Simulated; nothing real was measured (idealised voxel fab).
The process module that follows is named voxel local oxidation.
Xsec cut, 290 nm wide, square cell size 5 nm.
In what follows, cross-sections appear as grids of square cells, described through bands that run from the top down, where every band is one or more rows of cells.
A band entry consists of two parts. The first gives the height of the band's top and the height of its bottom, in nm. The rest lists the band's materials from left to right, each with its width in nm. A single material labelled with the word "everywhere" fills the band from edge to edge, and the word "blank" marks empty space.
Where do heights start? At 0: under that level the wafer as delivered is made of one material only. And the lowest band has no floor; it just carries on downward, as in "0..down".
The two numbers in a width such as "30->40" mark its ends across the band: the first belongs to the top row of cells, the second to the bottom row, and from each row to the next the width moves by the same amount.
Reading "no change" for a step: not a cell of the cross-section changed in it.
If an empty space has no open way to the top and is at least 8 cells in size, "Unvented internal voids" lists it, written width x height at distance, where distance is measured from the left edge and every value is in nm.
Heads up: the bit after the settings on a step's line is the simulator's remark on that step.
overlay nm: right-of-plan distance of the mask on a masked step; negative values mean left-of-plan.
SO HERE'S THE LINEUP OF PROCESS STEPS WE PLANNED
1: RECEIVE [material Si]
2: CONFORMAL_DEP [material SiO2] [thk nm 5]
3: CONFORMAL_DEP [material SiN] [thk nm 15]
4: MASKED_ETCH [tone cover] [mask id ACTIVE] [width nm 90] [pitch nm 130] [etch materials SiN] [depth nm 15] [overlay nm 0]
5: SELECTIVE_ETCH [etch materials SiO2] [depth nm 5]
6: OXIDIZE [depth nm 15]
7: STRIP [etch materials SiN]
WAFER, FIRST OF TWO, RUN AS PLANNED
AS RECEIVED (POST STEP 1): CROSS-SECTION
* 0..down | Si everywhere
* Unvented internal voids: none
HOW THE WAFER STANDS IN SECTION AFTER STEP 2
* 5..0 | SiO2 everywhere
* Everything below 0 is unchanged.
HOW THE WAFER STANDS IN SECTION AFTER STEP 3
* 20..5 | SiN everywhere
* Everything below 5 is unchanged.
HOW THE WAFER STANDS IN SECTION AFTER STEP 4
* 20..5 | 35 blank; 90 SiN; 40 blank; 90 SiN; 35 blank
* Everything below 5 is unchanged.
HOW THE WAFER STANDS IN SECTION AFTER STEP 5
* 20..5 | 35 blank; 90 SiN; 40 blank; 90 SiN; 35 blank
* 5..0 | 40 blank; 80 SiO2; 50 blank; 80 SiO2; 40 blank
* Everything below 0 is unchanged.
HOW THE WAFER STANDS IN SECTION AFTER STEP 6
* 20..5 | 35 blank; 90 SiN; 40 blank; 90 SiN; 35 blank
* 5..0 | 40 blank; 80 SiO2; 50 blank; 80 SiO2; 40 blank
* 0..-15 | 55 SiO2; 50 Si; 80 SiO2; 50 Si; 55 SiO2
* Everything below -15 is unchanged.
HOW THE WAFER STANDS IN SECTION AFTER STEP 7
* 5..0 | 40 blank; 80 SiO2; 50 blank; 80 SiO2; 40 blank
* Everything below 0 is unchanged.
THE SECOND WAFER: COMMON ORIGIN AND PLAN, ONE MISTAKE IN EXECUTION, IDENTICAL TO THE FIRST THROUGH STEP 2
X-SECTION, SECOND WAFER, WHEN STEP 3 WAS DUE TO FINISH
* 20..0 | SiO2 everywhere
* Everything below 0 is unchanged.
X-section, second wafer, when step 4 was due to finish: no change
X-SECTION, SECOND WAFER, WHEN STEP 5 WAS DUE TO FINISH
* 15..0 | SiO2 everywhere
* Everything below 0 is unchanged.
X-section, second wafer, when step 6 was due to finish: no change
X-section, second wafer, when step 7 was due to finish: no change
Plan not followed: step 3 went in with a setting other than planned; the actual run was CONFORMAL_DEP [material SiO2] [thk nm 15]
Upon completion, the second wafer contains, in terms of cells, a greater or smaller amount of certain materials than the first wafer: Si: 114 more; SiO2: 28 more
